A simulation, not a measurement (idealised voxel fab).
The following process module bears the name voxel self aligned contacts.
FYI the section here is cut, 165 nm wide, cells are 5 nm squares.
Reading order for cross-sections: top band down to bottom band. Underlying form: a grid of square cells. Band size: one or more rows of cells. Within each band entry, the heights of the top and of the bottom of the band appear first, in that order and in nm; the materials of the band then follow from left to right, each with its corresponding width in nm. The designation "full width" on a single material indicates that it fills the band from edge to edge; the designation "blank" indicates empty space. A quick word on heights: they are counted from 0, and under that level the wafer as it came to us is one material throughout. The lowest band is different from the rest in having no bottom; it simply continues downward, written as in "0 and below". Width "30->40": first value at the band's top row of cells, second value at its bottom row, equal change from row to row. Reading "nothing changed" for a step: not a cell of the cross-section changed in it. "Closed-off voids" specifies each empty space that is not open to the top and that occupies no fewer than 8 cells, using the form width x height at distance, the distance measured from the left edge and all three quantities in nm. Step line, after settings: the simulator's comment on this step. When a step includes a mask, the "overlay nm" setting on its line states how far to the right of its planned place that mask lay, and negative values state how far to the left.
PROCESS STEPS FORESEEN IN THE PLAN
1) RECEIVE | material Si
2) CONFORMAL_DEP | material SiO2 | thk nm 5
3) DIRECTIONAL_DEP | material polySi | thk nm 20
4) DIRECTIONAL_DEP | material SiN | thk nm 20
5) DIRECTIONAL_DEP | material aC | thk nm 15
6) PATTERN | tone cover | mask id GATE | material resist | width nm 30 | pitch nm 75 | thk nm 35 | overlay nm 0
7) DIRECTIONAL_ETCH | etch materials aC | depth nm 15
8) STRIP | etch materials resist
9) DIRECTIONAL_ETCH | etch materials SiN | depth nm 20
10) DIRECTIONAL_ETCH | etch materials polySi | depth nm 20
11) STRIP | etch materials aC
12) CONFORMAL_DEP | material SiN | thk nm 10
13) DIRECTIONAL_ETCH | etch materials SiN | depth nm 10
14) FILL_DEP | material SiO2 | thk nm 15
15) CMP | height nm 55
16) DIRECTIONAL_DEP | material aC | thk nm 10
17) PATTERN | tone open | mask id CONTACT | material resist | width nm 55 | thk nm 30 | overlay nm 0
18) DIRECTIONAL_ETCH | etch materials aC | depth nm 10
19) STRIP | etch materials resist
20) DIRECTIONAL_ETCH | etch materials SiO2 | depth nm 55
21) STRIP | etch materials aC
22) CONFORMAL_DEP | material TiN | thk nm 5
23) FILL_DEP | material Ru | thk nm 10
24) CMP | height nm 55
25) CONFORMAL_DEP | material SiCN | thk nm 5
FIRST WAFER OUT OF TWO, PROCESSED AS PLANNED
STEP 1 COMPLETE: CROSS-SECTION OF THE WAFER AS RECEIVED
  0 and below | Si full width
  Closed-off voids: none
UPON COMPLETION OF STEP 2, THE WAFER APPEARS IN CROSS-SECTION AS SHOWN
  5 down to 0 | SiO2 full width
  Lower than 0, everything is as it was.
UPON COMPLETION OF STEP 3, THE WAFER APPEARS IN CROSS-SECTION AS SHOWN
  25 down to 5 | polySi full width
  Lower than 5, everything is as it was.
UPON COMPLETION OF STEP 4, THE WAFER APPEARS IN CROSS-SECTION AS SHOWN
  45 down to 25 | SiN full width
  Lower than 25, everything is as it was.
UPON COMPLETION OF STEP 5, THE WAFER APPEARS IN CROSS-SECTION AS SHOWN
  60 down to 45 | aC full width
  Lower than 45, everything is as it was.
UPON COMPLETION OF STEP 6, THE WAFER APPEARS IN CROSS-SECTION AS SHOWN
  95 down to 60 | 30 nm blank, 30 nm resist, 45 nm blank, 30 nm resist, 30 nm blank
  Lower than 60, everything is as it was.
UPON COMPLETION OF STEP 7, THE WAFER APPEARS IN CROSS-SECTION AS SHOWN
  80 down to 60 | 30 nm blank, 30 nm resist, 45 nm blank, 30 nm resist, 30 nm blank
  60 down to 45 | 30 nm blank, 30 nm aC, 45 nm blank, 30 nm aC, 30 nm blank
  Lower than 45, everything is as it was.
UPON COMPLETION OF STEP 8, THE WAFER APPEARS IN CROSS-SECTION AS SHOWN
  60 down to 45 | 30 nm blank, 30 nm aC, 45 nm blank, 30 nm aC, 30 nm blank
  Lower than 45, everything is as it was.
UPON COMPLETION OF STEP 9, THE WAFER APPEARS IN CROSS-SECTION AS SHOWN
  60 down to 45 | 30 nm blank, 30 nm aC, 45 nm blank, 30 nm aC, 30 nm blank
  45 down to 25 | 30 nm blank, 30 nm SiN, 45 nm blank, 30 nm SiN, 30 nm blank
  Lower than 25, everything is as it was.
UPON COMPLETION OF STEP 10, THE WAFER APPEARS IN CROSS-SECTION AS SHOWN
  60 down to 45 | 30 nm blank, 30 nm aC, 45 nm blank, 30 nm aC, 30 nm blank
  45 down to 25 | 30 nm blank, 30 nm SiN, 45 nm blank, 30 nm SiN, 30 nm blank
  25 down to 5 | 30 nm blank, 30 nm polySi, 45 nm blank, 30 nm polySi, 30 nm blank
  Lower than 5, everything is as it was.
UPON COMPLETION OF STEP 11, THE WAFER APPEARS IN CROSS-SECTION AS SHOWN
  45 down to 25 | 30 nm blank, 30 nm SiN, 45 nm blank, 30 nm SiN, 30 nm blank
  Lower than 25, everything is as it was.
UPON COMPLETION OF STEP 12, THE WAFER APPEARS IN CROSS-SECTION AS SHOWN
  55 down to 25 | 20 nm blank, 50 nm SiN, 25 nm blank, 50 nm SiN, 20 nm blank
  25 down to 15 | 20 nm blank, 10 nm SiN, 30 nm polySi, 10 nm SiN, 25 nm blank, 10 nm SiN, 30 nm polySi, 10 nm SiN, 20 nm blank
  15 down to 5 | 30 nm SiN, 30 nm polySi, 45 nm SiN, 30 nm polySi, 30 nm SiN
  Lower than 5, everything is as it was.
UPON COMPLETION OF STEP 13, THE WAFER APPEARS IN CROSS-SECTION AS SHOWN
  45 down to 25 | 20 nm blank, 50 nm SiN, 25 nm blank, 50 nm SiN, 20 nm blank
  25 down to 5 | 20 nm blank, 10 nm SiN, 30 nm polySi, 10 nm SiN, 25 nm blank, 10 nm SiN, 30 nm polySi, 10 nm SiN, 20 nm blank
  Lower than 5, everything is as it was.
UPON COMPLETION OF STEP 14, THE WAFER APPEARS IN CROSS-SECTION AS SHOWN
  60 down to 45 | SiO2 full width
  45 down to 25 | 20 nm SiO2, 50 nm SiN, 25 nm SiO2, 50 nm SiN, 20 nm SiO2
  25 down to 5 | 20 nm SiO2, 10 nm SiN, 30 nm polySi, 10 nm SiN, 25 nm SiO2, 10 nm SiN, 30 nm polySi, 10 nm SiN, 20 nm SiO2
  Lower than 5, everything is as it was.
UPON COMPLETION OF STEP 15, THE WAFER APPEARS IN CROSS-SECTION AS SHOWN
  55 down to 45 | SiO2 full width
  Lower than 45, everything is as it was.
UPON COMPLETION OF STEP 16, THE WAFER APPEARS IN CROSS-SECTION AS SHOWN
  65 down to 55 | aC full width
  Lower than 55, everything is as it was.
UPON COMPLETION OF STEP 17, THE WAFER APPEARS IN CROSS-SECTION AS SHOWN
  95 down to 65 | 55 nm resist, 55 nm blank, 55 nm resist
  Lower than 65, everything is as it was.
UPON COMPLETION OF STEP 18, THE WAFER APPEARS IN CROSS-SECTION AS SHOWN
  85 down to 65 | 55 nm resist, 55 nm blank, 55 nm resist
  65 down to 55 | 55 nm aC, 55 nm blank, 55 nm aC
  Lower than 55, everything is as it was.
UPON COMPLETION OF STEP 19, THE WAFER APPEARS IN CROSS-SECTION AS SHOWN
  65 down to 55 | 55 nm aC, 55 nm blank, 55 nm aC
  Lower than 55, everything is as it was.
UPON COMPLETION OF STEP 20, THE WAFER APPEARS IN CROSS-SECTION AS SHOWN
  65 down to 55 | 55 nm aC, 55 nm blank, 55 nm aC
  55 down to 45 | 55 nm SiO2, 55 nm blank, 55 nm SiO2
  45 down to 25 | 20 nm SiO2, 50 nm SiN, 25 nm blank, 50 nm SiN, 20 nm SiO2
  25 down to 5 | 20 nm SiO2, 10 nm SiN, 30 nm polySi, 10 nm SiN, 25 nm blank, 10 nm SiN, 30 nm polySi, 10 nm SiN, 20 nm SiO2
  5 down to 0 | 70 nm SiO2, 25 nm blank, 70 nm SiO2
  Lower than 0, everything is as it was.
UPON COMPLETION OF STEP 21, THE WAFER APPEARS IN CROSS-SECTION AS SHOWN
  55 down to 45 | 55 nm SiO2, 55 nm blank, 55 nm SiO2
  Lower than 45, everything is as it was.
UPON COMPLETION OF STEP 22, THE WAFER APPEARS IN CROSS-SECTION AS SHOWN
  60 down to 55 | 60 nm TiN, 45 nm blank, 60 nm TiN
  55 down to 45 | 55 nm SiO2, 5->20 nm TiN, 45->15 nm blank, 5->20 nm TiN, 55 nm SiO2
  45 down to 25 | 20 nm SiO2, 50 nm SiN, 5 nm TiN, 15 nm blank, 5 nm TiN, 50 nm SiN, 20 nm SiO2
  25 down to 5 | 20 nm SiO2, 10 nm SiN, 30 nm polySi, 10 nm SiN, 5 nm TiN, 15 nm blank, 5 nm TiN, 10 nm SiN, 30 nm polySi, 10 nm SiN, 20 nm SiO2
  5 down to 0 | 70 nm SiO2, 25 nm TiN, 70 nm SiO2
  Lower than 0, everything is as it was.
UPON COMPLETION OF STEP 23, THE WAFER APPEARS IN CROSS-SECTION AS SHOWN
  70 down to 60 | Ru full width
  60 down to 55 | 60 nm TiN, 45 nm Ru, 60 nm TiN
  55 down to 45 | 55 nm SiO2, 5->20 nm TiN, 45->15 nm Ru, 5->20 nm TiN, 55 nm SiO2
  45 down to 25 | 20 nm SiO2, 50 nm SiN, 5 nm TiN, 15 nm Ru, 5 nm TiN, 50 nm SiN, 20 nm SiO2
  25 down to 5 | 20 nm SiO2, 10 nm SiN, 30 nm polySi, 10 nm SiN, 5 nm TiN, 15 nm Ru, 5 nm TiN, 10 nm SiN, 30 nm polySi, 10 nm SiN, 20 nm SiO2
  Lower than 5, everything is as it was.
UPON COMPLETION OF STEP 24, THE WAFER APPEARS IN CROSS-SECTION AS SHOWN
  55 down to 45 | 55 nm SiO2, 5->20 nm TiN, 45->15 nm Ru, 5->20 nm TiN, 55 nm SiO2
  Lower than 45, everything is as it was.
UPON COMPLETION OF STEP 25, THE WAFER APPEARS IN CROSS-SECTION AS SHOWN
  60 down to 55 | SiCN full width
  Lower than 55, everything is as it was.
WAFER TWO. SAME START, SAME PLAN, ONE SLIP IN EXECUTION. SAME AS WAFER ONE THROUGH STEP 16, INCLUSIVE
CROSS-SECTION: SECOND WAFER, TIME AT WHICH STEP 17 WAS SCHEDULED TO END
  95 down to 65 | 60 nm resist, 50 nm blank, 55 nm resist
  Lower than 65, everything is as it was.
CROSS-SECTION: SECOND WAFER, TIME AT WHICH STEP 18 WAS SCHEDULED TO END
  85 down to 65 | 60 nm resist, 50 nm blank, 55 nm resist
  65 down to 55 | 60 nm aC, 50 nm blank, 55 nm aC
  Lower than 55, everything is as it was.
CROSS-SECTION: SECOND WAFER, TIME AT WHICH STEP 19 WAS SCHEDULED TO END
  65 down to 55 | 60 nm aC, 50 nm blank, 55 nm aC
  Lower than 55, everything is as it was.
CROSS-SECTION: SECOND WAFER, TIME AT WHICH STEP 20 WAS SCHEDULED TO END
  65 down to 55 | 60 nm aC, 50 nm blank, 55 nm aC
  55 down to 45 | 60 nm SiO2, 50 nm blank, 55 nm SiO2
  45 down to 25 | 20 nm SiO2, 50 nm SiN, 25 nm blank, 50 nm SiN, 20 nm SiO2
  25 down to 5 | 20 nm SiO2, 10 nm SiN, 30 nm polySi, 10 nm SiN, 25 nm blank, 10 nm SiN, 30 nm polySi, 10 nm SiN, 20 nm SiO2
  5 down to 0 | 70 nm SiO2, 25 nm blank, 70 nm SiO2
  Lower than 0, everything is as it was.
CROSS-SECTION: SECOND WAFER, TIME AT WHICH STEP 21 WAS SCHEDULED TO END
  55 down to 45 | 60 nm SiO2, 50 nm blank, 55 nm SiO2
  Lower than 45, everything is as it was.
CROSS-SECTION: SECOND WAFER, TIME AT WHICH STEP 22 WAS SCHEDULED TO END
  60 down to 55 | 65 nm TiN, 40 nm blank, 60 nm TiN
  55 down to 45 | 60 nm SiO2, 5->15 nm TiN, 40->15 nm blank, 5->20 nm TiN, 55 nm SiO2
  45 down to 25 | 20 nm SiO2, 50 nm SiN, 5 nm TiN, 15 nm blank, 5 nm TiN, 50 nm SiN, 20 nm SiO2
  25 down to 5 | 20 nm SiO2, 10 nm SiN, 30 nm polySi, 10 nm SiN, 5 nm TiN, 15 nm blank, 5 nm TiN, 10 nm SiN, 30 nm polySi, 10 nm SiN, 20 nm SiO2
  5 down to 0 | 70 nm SiO2, 25 nm TiN, 70 nm SiO2
  Lower than 0, everything is as it was.
CROSS-SECTION: SECOND WAFER, TIME AT WHICH STEP 23 WAS SCHEDULED TO END
  70 down to 60 | Ru full width
  60 down to 55 | 65 nm TiN, 40 nm Ru, 60 nm TiN
  55 down to 45 | 60 nm SiO2, 5->15 nm TiN, 40->15 nm Ru, 5->20 nm TiN, 55 nm SiO2
  45 down to 25 | 20 nm SiO2, 50 nm SiN, 5 nm TiN, 15 nm Ru, 5 nm TiN, 50 nm SiN, 20 nm SiO2
  25 down to 5 | 20 nm SiO2, 10 nm SiN, 30 nm polySi, 10 nm SiN, 5 nm TiN, 15 nm Ru, 5 nm TiN, 10 nm SiN, 30 nm polySi, 10 nm SiN, 20 nm SiO2
  Lower than 5, everything is as it was.
CROSS-SECTION: SECOND WAFER, TIME AT WHICH STEP 24 WAS SCHEDULED TO END
  55 down to 45 | 60 nm SiO2, 5->15 nm TiN, 40->15 nm Ru, 5->20 nm TiN, 55 nm SiO2
  Lower than 45, everything is as it was.
CROSS-SECTION: SECOND WAFER, TIME AT WHICH STEP 25 WAS SCHEDULED TO END
  60 down to 55 | SiCN full width
  Lower than 55, everything is as it was.
Which mistake was made when the wafer was run? step 17 changed vs plan, executed as PATTERN | tone open | mask id CONTACT | material resist | width nm 50 | thk nm 30 | overlay nm 0
at the end the second wafer has, in cells: Ru: 1 fewer | SiO2: 2 more | TiN: 1 fewer
